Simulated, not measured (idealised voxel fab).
process module | voxel ribs on slabs
cross-section cut | 265 nm wide | cells 5 nm
A cross-section is a grid of square cells, given in bands from the top down. A band is one or more rows of cells.
Each band's line starts with the height of the band's top and of its bottom, in nm. Then come its materials from left to right, each with its width in nm. One material with "throughout" fills the band from edge to edge. "air" is empty space.
Height 0 is the level under which the wafer as received is all one material. The lowest band goes on downwards, as in "0 down".
A width such as "30 to 40" changes by the same amount from each row of cells to the next, from the band's top row to its bottom row.
"no change" after a step means that no cell of the cross-section changed.
closed voids: empty space of 8 cells or more with no open way to the top, each as width x height at its distance from the left edge, in nm
after a step's settings: what the simulator itself notes on the step
overlay nm, on a step with a mask: how far to the right of its planned place the mask lay; to the left if negative
plan
1 op RECEIVE | material Si
2 op DIRECTIONAL_DEP | material SiO2 | thk nm 30
3 op DIRECTIONAL_DEP | material SiN | thk nm 20
4 op PATTERN | tone cover | mask id RIB | material resist | width nm 30 | thk nm 20 | overlay nm 0
5 op DIRECTIONAL_ETCH | etch materials SiN | depth nm 15
6 op STRIP | etch materials resist
7 op MASKED_ETCH | tone cover | mask id SLAB | width nm 90 | etch materials SiN | depth nm 5 | overlay nm 0
8 op FILL_DEP | material SiO2 | thk nm 25
9 op CMP | height nm 65
10 op DIRECTIONAL_DEP | material TiN | thk nm 10
11 op MASKED_ETCH | tone cover | mask id HEATER | width nm 40 | etch materials TiN | depth nm 10 | overlay nm 0
12 op CONFORMAL_DEP | material SiN | thk nm 5
as received, after step 1
  0 down: Si throughout
  closed voids: none
a wafer at the end: this start, this plan, one mistake
  80 to 75: air 105 | SiN 50 | air 110
  75 to 70: air 105 | SiN 5 | TiN 40 | SiN 5 | air 110
  70 to 65: SiN 110 | TiN 40 | SiN 115
  65 to 55: SiO2 115 | SiN 30 | SiO2 120
  55 to 50: SiO2 85 | SiN 90 | SiO2 90
  50 to 30: SiN throughout
  30 to 0: SiO2 throughout
  0 down: Si throughout
  closed voids: none
what went wrong: step 3 was run twice
